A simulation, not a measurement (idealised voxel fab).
process module | voxel trench capacitor
cross-section cut | 240 nm wide | cells 5 nm
A cross-section is a grid of square cells, given in bands from the top down. A band is one or more rows of cells.
Each band's line starts with the height of the band's top and of its bottom, in nm. Then come its materials from left to right, each with its width in nm. One material with "throughout" fills the band from edge to edge. "air" is empty space.
Height 0 is the level under which the wafer as received is all one material. The lowest band goes on downwards, as in "0 down".
A width such as "30 to 40" changes by the same amount from each row of cells to the next, from the band's top row to its bottom row.
"no change" after a step means that no cell of the cross-section changed.
closed voids: empty space of 8 cells or more with no open way to the top, each as width x height at its distance from the left edge, in nm
after a step's settings: what the simulator itself notes on the step
overlay nm, on a step with a mask: how far to the right of its planned place the mask lay; to the left if negative
plan
1 op RECEIVE | material Si
2 op CONFORMAL_DEP | material SiN | thk nm 10
3 op MASKED_ETCH | tone open | mask id TRENCH | width nm 25 | pitch nm 40 | etch materials SiN | depth nm 10 | overlay nm 0
4 op MASKED_ETCH | tone open | mask id TRENCH | width nm 25 | pitch nm 40 | etch materials Si | depth nm 25 | overlay nm 0
5 op CONFORMAL_DEP | material Al2O3 | thk nm 5
6 op CONFORMAL_DEP | material TiN | thk nm 5
7 op FILL_DEP | material W | thk nm 10
8 op CMP | height nm 10
first wafer, as planned
as received, after step 1
  0 down: Si throughout
  closed voids: none
after step 2
  10 to 0: SiN throughout
  below 0: unchanged
after step 3
  10 to 0: SiN 45 | air 25 | SiN 15 | air 25 | SiN 15 | air 25 | SiN 15 | air 25 | SiN 50
  below 0: unchanged
after step 4
  10 to 0: SiN 45 | air 25 | SiN 15 | air 25 | SiN 15 | air 25 | SiN 15 | air 25 | SiN 50
  0 to -25: Si 45 | air 25 | Si 15 | air 25 | Si 15 | air 25 | Si 15 | air 25 | Si 50
  below -25: unchanged
after step 5
  15 to 10: Al2O3 50 | air 15 | Al2O3 25 | air 15 | Al2O3 25 | air 15 | Al2O3 25 | air 15 | Al2O3 55
  10 to 0: SiN 45 | Al2O3 5 | air 15 | Al2O3 5 | SiN 15 | Al2O3 5 | air 15 | Al2O3 5 | SiN 15 | Al2O3 5 | air 15 | Al2O3 5 | SiN 15 | Al2O3 5 | air 15 | Al2O3 5 | SiN 50
  0 to -20: Si 45 | Al2O3 5 | air 15 | Al2O3 5 | Si 15 | Al2O3 5 | air 15 | Al2O3 5 | Si 15 | Al2O3 5 | air 15 | Al2O3 5 | Si 15 | Al2O3 5 | air 15 | Al2O3 5 | Si 50
  -20 to -25: Si 45 | Al2O3 25 | Si 15 | Al2O3 25 | Si 15 | Al2O3 25 | Si 15 | Al2O3 25 | Si 50
  below -25: unchanged
after step 6
  20 to 15: TiN 55 | air 5 | TiN 35 | air 5 | TiN 35 | air 5 | TiN 35 | air 5 | TiN 60
  15 to 10: Al2O3 50 | TiN 5 | air 5 | TiN 5 | Al2O3 25 | TiN 5 | air 5 | TiN 5 | Al2O3 25 | TiN 5 | air 5 | TiN 5 | Al2O3 25 | TiN 5 | air 5 | TiN 5 | Al2O3 55
  10 to 0: SiN 45 | Al2O3 5 | TiN 5 | air 5 | TiN 5 | Al2O3 5 | SiN 15 | Al2O3 5 | TiN 5 | air 5 | TiN 5 | Al2O3 5 | SiN 15 | Al2O3 5 | TiN 5 | air 5 | TiN 5 | Al2O3 5 | SiN 15 | Al2O3 5 | TiN 5 | air 5 | TiN 5 | Al2O3 5 | SiN 50
  0 to -15: Si 45 | Al2O3 5 | TiN 5 | air 5 | TiN 5 | Al2O3 5 | Si 15 | Al2O3 5 | TiN 5 | air 5 | TiN 5 | Al2O3 5 | Si 15 | Al2O3 5 | TiN 5 | air 5 | TiN 5 | Al2O3 5 | Si 15 | Al2O3 5 | TiN 5 | air 5 | TiN 5 | Al2O3 5 | Si 50
  -15 to -20: Si 45 | Al2O3 5 | TiN 15 | Al2O3 5 | Si 15 | Al2O3 5 | TiN 15 | Al2O3 5 | Si 15 | Al2O3 5 | TiN 15 | Al2O3 5 | Si 15 | Al2O3 5 | TiN 15 | Al2O3 5 | Si 50
  below -20: unchanged
after step 7
  30 to 20: W throughout
  20 to 15: TiN 55 | W 5 | TiN 35 | W 5 | TiN 35 | W 5 | TiN 35 | W 5 | TiN 60
  15 to 10: Al2O3 50 | TiN 5 | W 5 | TiN 5 | Al2O3 25 | TiN 5 | W 5 | TiN 5 | Al2O3 25 | TiN 5 | W 5 | TiN 5 | Al2O3 25 | TiN 5 | W 5 | TiN 5 | Al2O3 55
  10 to 0: SiN 45 | Al2O3 5 | TiN 5 | W 5 | TiN 5 | Al2O3 5 | SiN 15 | Al2O3 5 | TiN 5 | W 5 | TiN 5 | Al2O3 5 | SiN 15 | Al2O3 5 | TiN 5 | W 5 | TiN 5 | Al2O3 5 | SiN 15 | Al2O3 5 | TiN 5 | W 5 | TiN 5 | Al2O3 5 | SiN 50
  0 to -15: Si 45 | Al2O3 5 | TiN 5 | W 5 | TiN 5 | Al2O3 5 | Si 15 | Al2O3 5 | TiN 5 | W 5 | TiN 5 | Al2O3 5 | Si 15 | Al2O3 5 | TiN 5 | W 5 | TiN 5 | Al2O3 5 | Si 15 | Al2O3 5 | TiN 5 | W 5 | TiN 5 | Al2O3 5 | Si 50
  below -15: unchanged
after step 8
  10 to 0: SiN 45 | Al2O3 5 | TiN 5 | W 5 | TiN 5 | Al2O3 5 | SiN 15 | Al2O3 5 | TiN 5 | W 5 | TiN 5 | Al2O3 5 | SiN 15 | Al2O3 5 | TiN 5 | W 5 | TiN 5 | Al2O3 5 | SiN 15 | Al2O3 5 | TiN 5 | W 5 | TiN 5 | Al2O3 5 | SiN 50
  below 0: unchanged
second wafer: like start, like plan, one mistake. Through step 2 it matches the first wafer
when step 3 should have ended
  10 to 0: SiN 35 | air 25 | SiN 15 | air 25 | SiN 15 | air 25 | SiN 15 | air 25 | SiN 60
  below 0: unchanged
when step 4 should have ended
  10 to 0: SiN 35 | air 25 | SiN 15 | air 25 | SiN 15 | air 25 | SiN 15 | air 25 | SiN 60
  0 to -25: Si 45 | air 15 | Si 25 | air 15 | Si 25 | air 15 | Si 25 | air 15 | Si 60
  below -25: unchanged
when step 5 should have ended
  15 to 10: Al2O3 40 | air 15 | Al2O3 25 | air 15 | Al2O3 25 | air 15 | Al2O3 25 | air 15 | Al2O3 65
  10 to 0: SiN 35 | Al2O3 5 to 15 | air 15 to 5 | Al2O3 5 | SiN 15 | Al2O3 5 to 15 | air 15 to 5 | Al2O3 5 | SiN 15 | Al2O3 5 to 15 | air 15 to 5 | Al2O3 5 | SiN 15 | Al2O3 5 to 15 | air 15 to 5 | Al2O3 5 | SiN 60
  0 to -20: Si 45 | Al2O3 5 | air 5 | Al2O3 5 | Si 25 | Al2O3 5 | air 5 | Al2O3 5 | Si 25 | Al2O3 5 | air 5 | Al2O3 5 | Si 25 | Al2O3 5 | air 5 | Al2O3 5 | Si 60
  -20 to -25: Si 45 | Al2O3 15 | Si 25 | Al2O3 15 | Si 25 | Al2O3 15 | Si 25 | Al2O3 15 | Si 60
  below -25: unchanged
when step 6 should have ended
  20 to 15: TiN 45 | air 5 | TiN 35 | air 5 | TiN 35 | air 5 | TiN 35 | air 5 | TiN 70
  15 to 10: Al2O3 40 | TiN 5 | air 5 | TiN 5 | Al2O3 25 | TiN 5 | air 5 | TiN 5 | Al2O3 25 | TiN 5 | air 5 | TiN 5 | Al2O3 25 | TiN 5 | air 5 | TiN 5 | Al2O3 65
  10 to 0: SiN 35 | Al2O3 5 to 15 | TiN 15 to 5 | Al2O3 5 | SiN 15 | Al2O3 5 to 15 | TiN 15 to 5 | Al2O3 5 | SiN 15 | Al2O3 5 to 15 | TiN 15 to 5 | Al2O3 5 | SiN 15 | Al2O3 5 to 15 | TiN 15 to 5 | Al2O3 5 | SiN 60
  0 to -20: Si 45 | Al2O3 5 | TiN 5 | Al2O3 5 | Si 25 | Al2O3 5 | TiN 5 | Al2O3 5 | Si 25 | Al2O3 5 | TiN 5 | Al2O3 5 | Si 25 | Al2O3 5 | TiN 5 | Al2O3 5 | Si 60
  below -20: unchanged
when step 7 should have ended
  30 to 20: W throughout
  20 to 15: TiN 45 | W 5 | TiN 35 | W 5 | TiN 35 | W 5 | TiN 35 | W 5 | TiN 70
  15 to 10: Al2O3 40 | TiN 5 | W 5 | TiN 5 | Al2O3 25 | TiN 5 | W 5 | TiN 5 | Al2O3 25 | TiN 5 | W 5 | TiN 5 | Al2O3 25 | TiN 5 | W 5 | TiN 5 | Al2O3 65
  below 10: unchanged
when step 8 should have ended
  10 to 0: SiN 35 | Al2O3 5 to 15 | TiN 15 to 5 | Al2O3 5 | SiN 15 | Al2O3 5 to 15 | TiN 15 to 5 | Al2O3 5 | SiN 15 | Al2O3 5 to 15 | TiN 15 to 5 | Al2O3 5 | SiN 15 | Al2O3 5 to 15 | TiN 15 to 5 | Al2O3 5 | SiN 60
  below 0: unchanged
what went wrong: step 3 ran as: op MASKED_ETCH | tone open | mask id TRENCH | width nm 25 | pitch nm 40 | etch materials SiN | depth nm 10 | overlay nm -10
at the end the second wafer has, in cells: 40 more of Si | 20 fewer of TiN | 20 fewer of W
